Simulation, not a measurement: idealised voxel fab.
The following process module bears the name voxel gate over fins.
Square cell edge 5 nm, section width 145 nm, ID cut.
Cross-section spec: square-cell grid; bands listed top down; each band is one or more rows. In this notation a band is specified by the heights of its top and bottom, in that order and in nm, after which its materials appear from left to right, each paired with its width in nm. The word "all across" attached to a single material means that material fills the band from edge to edge; the word "empty" stands for empty space. Counting heights begins at 0, where everything beneath is, in the wafer as received, one material. The lowest band has no bottom; it goes on downwards, as "top 0, no bottom" shows. You'd read "30..40" like this: the band's top row of cells is as wide as the first number, its bottom row is as wide as the second, and going down, every row changes width by the same amount as the row before did. A step reported as "nothing changed" is a step in which no cell of the cross-section changed. Closed empty spaces (no open way to the top) of 8 cells or more are what "Trapped cavities" lists, each as width x height at distance from the left edge, nm for all three. What comes after the settings on a step's line is commentary from the simulator itself on that step. Among the settings permitted on a step's line is "overlay nm"; applied to a step with a mask, it specifies the extent to which the mask lay to the right of its planned position, whereas a negative figure signifies a position to the left.
-- The planned process steps are enumerated hereunder
step 1: RECEIVE (material Si)
step 2: CONFORMAL_DEP (material SiN; thk nm 10)
step 3: MASKED_ETCH (tone cover; mask id FINS; width nm 15; pitch nm 45; etch materials SiN; depth nm 10; overlay nm 0)
step 4: MASKED_ETCH (tone cover; mask id FINS; width nm 15; pitch nm 45; etch materials Si; depth nm 35; overlay nm 0)
step 5: OXIDIZE (depth nm 5)
step 6: FILL_DEP (material SiO2; thk nm 10)
step 7: CMP (height nm 10)
step 8: SELECTIVE_ETCH (etch materials SiO2; depth nm 25)
step 9: STRIP (etch materials SiN)
step 10: CONFORMAL_DEP (material HfO2; thk nm 5)
step 11: CONFORMAL_DEP (material TiN; thk nm 5)
step 12: CONFORMAL_DEP (material TiAl; thk nm 5)
step 13: CONFORMAL_DEP (material TiN; thk nm 5)
step 14: FILL_DEP (material W; thk nm 10)
step 15: CMP (height nm 25)
step 16: CONFORMAL_DEP (material SiCN; thk nm 10)
-- So this is the incoming wafer in cross-section - it's already been through step 1
	top 0, no bottom  Si all across
	Trapped cavities: none
-- The plan above was carried out on the starting structure above with one mistake, and this cross-section shows the wafer at the end of the module
	top 35, bottom 25  SiCN all across
	top 25, bottom 20  W all across
	top 20, bottom 15  TiN all across
	top 15, bottom 10  TiAl all across
	top 10, bottom 5  TiN 25 | TiAl 5 | TiN 40 | TiAl 5 | TiN 40 | TiAl 5 | TiN 25
	top 5, bottom 0  HfO2 20 | TiN 15 | HfO2 30 | TiN 15 | HfO2 30 | TiN 15 | HfO2 20
	top 0, bottom -5  Si 15 | HfO2 25 | Si 20 | HfO2 25 | Si 20 | HfO2 25 | Si 15
	top -5, no bottom  Si all across
	Trapped cavities: none
What was the processing mistake? planned and actual differ for step 3; actual: MASKED_ETCH (tone open; mask id FINS; width nm 15; pitch nm 45; etch materials SiN; depth nm 10; overlay nm 0)
